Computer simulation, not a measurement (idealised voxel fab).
Documented hereafter: the process module known as voxel capacitor over wiring.
Section cut is 165 nm wide and gridded with 5 nm square cells.
Cross-section layout: square cells on a grid; listed as bands, top to bottom; a band spans one or more cell rows.
Top height, bottom height, nm. Materials left to right, width each, nm. Single material + "all across" = fills band edge to edge. "empty" = empty.
Heights are expressed relative to 0, this being the level below which the as-received wafer comprises one material exclusively. The lowest band is unbounded in the downward direction and is denoted as in "0 -> down".
Read "30 to 40" as a graded width: first number on top, second number at the bottom, same change between each pair of neighbouring rows.
"remains unaltered" after a step means that no cell of the cross-section changed.
"Enclosed cavities" contains a list of empty spaces, each no smaller than 8 cells and without an open way to the top, written in the form width x height at distance with the distance from the left edge and all three in nm.
Where a step's line continues beyond its settings, the continuation is a remark by the simulator itself on that step.
A step's line can hold "overlay nm"; with a mask on that step, the setting says how far right of the planned place the mask lay, while a negative setting says it lay to the left.

### The steps planned for the process are as follows
1: RECEIVE (material Si)
2: CONFORMAL_DEP (material SiO2; thk nm 10)
3: DIRECTIONAL_DEP (material TiN; thk nm 5)
4: DIRECTIONAL_DEP (material Ru; thk nm 25)
5: DIRECTIONAL_DEP (material aC; thk nm 15)
6: PATTERN (tone cover; mask id METAL_1; material resist; width nm 20; pitch nm 75; thk nm 35; overlay nm 0)
7: DIRECTIONAL_ETCH (etch materials aC; depth nm 15)
8: STRIP (etch materials resist)
9: DIRECTIONAL_ETCH (etch materials Ru; depth nm 25)
10: DIRECTIONAL_ETCH (etch materials TiN; depth nm 5)
11: STRIP (etch materials aC)
12: FILL_DEP (material SiO2; thk nm 10)
13: CMP (height nm 40)
14: CONFORMAL_DEP (material SiCN; thk nm 5)
15: DIRECTIONAL_DEP (material SiO2; thk nm 20)
16: DIRECTIONAL_DEP (material aC; thk nm 15)
17: PATTERN (tone open; mask id PLUG_1; material resist; width nm 15; thk nm 30; overlay nm 0)
18: DIRECTIONAL_ETCH (etch materials aC; depth nm 15)
19: STRIP (etch materials resist)
20: DIRECTIONAL_ETCH (etch materials SiO2; depth nm 20)
21: DIRECTIONAL_ETCH (etch materials SiCN; depth nm 5)
22: STRIP (etch materials aC)
23: EPI (material Ru; thk nm 10)
24: EPI (material Ru; thk nm 10)
25: EPI (material Ru; thk nm 5)
26: DIRECTIONAL_DEP (material TiN; thk nm 5)
27: DIRECTIONAL_DEP (material HfO2; thk nm 5)
28: DIRECTIONAL_DEP (material TiN; thk nm 10)
29: MASKED_ETCH (tone cover; mask id UPPER_PLATE; width nm 60; etch materials TiN; depth nm 10; overlay nm 0)
30: MASKED_ETCH (tone cover; mask id UPPER_PLATE; width nm 60; etch materials HfO2; depth nm 5; overlay nm 0)
31: MASKED_ETCH (tone cover; mask id LOWER_PLATE; width nm 70; etch materials TiN; depth nm 5; overlay nm 0)
32: FILL_DEP (material SiO2; thk nm 20)
33: CMP (height nm 100)
34: MASKED_ETCH (tone open; mask id PLUG_2; width nm 15; etch materials SiO2; depth nm 15; overlay nm 0)
35: CONFORMAL_DEP (material TiN; thk nm 5)
36: FILL_DEP (material Cu; thk nm 10)
37: CMP (height nm 100)
38: CONFORMAL_DEP (material SiN; thk nm 5)
Same starting wafers, different width nm at step 34. Plan value belongs to the first wafer.

### As received, i.e. after step 1: cross-section through the first of several wafers
  0 -> down  Si all across
  Enclosed cavities: none

### At the end of the module, after its last step, step 38, the first of several wafers appears in cross-section as follows
  105 -> 100  SiN all across
  100 -> 90  SiO2 50 nm, TiN 5 nm, Cu 5 nm, TiN 5 nm, SiO2 100 nm
  90 -> 85  SiO2 50 nm, TiN 15 nm, SiO2 100 nm
  85 -> 75  SiO2 40 nm, TiN 60 nm, SiO2 65 nm
  75 -> 70  SiO2 40 nm, HfO2 60 nm, SiO2 65 nm
  70 -> 65  SiO2 35 nm, TiN 70 nm, SiO2 60 nm
  65 -> 45  SiO2 40 nm, Ru 15 nm, SiO2 110 nm
  45 -> 40  SiCN 40 nm, Ru 15 nm, SiCN 110 nm
  40 -> 15  SiO2 35 nm, Ru 20 nm, SiO2 55 nm, Ru 20 nm, SiO2 35 nm
  15 -> 10  SiO2 35 nm, TiN 20 nm, SiO2 55 nm, TiN 20 nm, SiO2 35 nm
  10 -> 0  SiO2 all across
  0 -> down  Si all across
  Enclosed cavities: none

### X-section, last wafer, module end
  105 -> 100  SiN all across
  100 -> 90  SiO2 45 nm, TiN 5 nm, Cu 20 nm, TiN 5 nm, SiO2 90 nm
  90 -> 85  SiO2 45 nm, TiN 30 nm, SiO2 90 nm
  85 -> 75  SiO2 40 nm, TiN 60 nm, SiO2 65 nm
  75 -> 70  SiO2 40 nm, HfO2 60 nm, SiO2 65 nm
  70 -> 65  SiO2 35 nm, TiN 70 nm, SiO2 60 nm
  65 -> 45  SiO2 40 nm, Ru 15 nm, SiO2 110 nm
  45 -> 40  SiCN 40 nm, Ru 15 nm, SiCN 110 nm
  40 -> 15  SiO2 35 nm, Ru 20 nm, SiO2 55 nm, Ru 20 nm, SiO2 35 nm
  15 -> 10  SiO2 35 nm, TiN 20 nm, SiO2 55 nm, TiN 20 nm, SiO2 35 nm
  10 -> 0  SiO2 all across
  0 -> down  Si all across
  Enclosed cavities: none

### Basically each wafer gets a line in the table, showing it at the end of the module: material by material, the cells it gained (+) or lost (-) since we got it, then its closed voids
width nm 15 | +2 Cu | +12 HfO2 | +55 Ru | +30 SiCN | +33 SiN | +508 SiO2 | +53 TiN | Enclosed cavities: none
width nm 20 | +4 Cu | +12 HfO2 | +55 Ru | +30 SiCN | +33 SiN | +505 SiO2 | +54 TiN | Enclosed cavities: none
width nm 25 | +6 Cu | +12 HfO2 | +55 Ru | +30 SiCN | +33 SiN | +502 SiO2 | +55 TiN | Enclosed cavities: none
width nm 30 | +8 Cu | +12 HfO2 | +55 Ru | +30 SiCN | +33 SiN | +499 SiO2 | +56 TiN | Enclosed cavities: none
